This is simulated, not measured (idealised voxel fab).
voxel tone inversion: a process module
Square cells of 5 nm make up the cross-section cut, whose width is 210 nm.
Format of a cross-section: grid, square cells. Given as bands. Order: top down. Band: one or more rows of cells. What a band's entry tells you: where the top is and where the bottom is, as heights in nm, and after that what lies inside, material by material from left to right, each with its width in nm. Empty space is written as the word "empty", and a single material marked with the word "full width" occupies the band from edge to edge. Height reference: 0 = level under which incoming wafer is all one material. Lowest band: no bottom, runs on downward, e.g. "0 and below". When a width is written as two numbers, as in "30->40", the first number is the width in the top row of cells of the band and the second is the width in its bottom row, and the width changes by the same amount from each row to the next. Reading "remains unaltered" for a step: not a cell of the cross-section changed in it. Heads up: "Sealed cavities" only lists the empty pockets with no open path to the top that are 8 cells or more, and it writes them as width x height at distance, distance from the left edge, in nm. On a step's line, text after the settings is the simulator commenting on that step. overlay nm: where the mask lay relative to plan, measured to the right, on steps with a mask; negatives go left.

[The planned process steps are enumerated hereunder]
1 RECEIVE (material Si)
2 CONFORMAL_DEP (material SiN; thk nm 5)
3 DIRECTIONAL_DEP (material polySi; thk nm 20)
4 PATTERN (tone cover; mask id POSTS; material resist; width nm 20; pitch nm 45; thk nm 30; overlay nm 0)
5 DIRECTIONAL_ETCH (etch materials polySi; depth nm 20)
6 STRIP (etch materials resist)
7 FILL_DEP (material SiO2; thk nm 5)
8 CMP (height nm 25)
9 STRIP (etch materials polySi)
10 CONFORMAL_DEP (material TiN; thk nm 5)
11 FILL_DEP (material Cu; thk nm 10)
12 CMP (height nm 25)
13 CONFORMAL_DEP (material SiN; thk nm 5)

[Here's what the wafer looked like in cross-section when it arrived - that's after step 1]
	0 and below = Si full width
	Sealed cavities: none

[Result of the module, cross-sectioned: start per above, plan per above, one error in how it was run]
	30 down to 20 = SiN full width
	20 down to 0 = polySi full width
	0 and below = Si full width
	Sealed cavities: none
Heads up, the wafer didn't run the way we planned it: steps 2 and 3: order swapped relative to plan
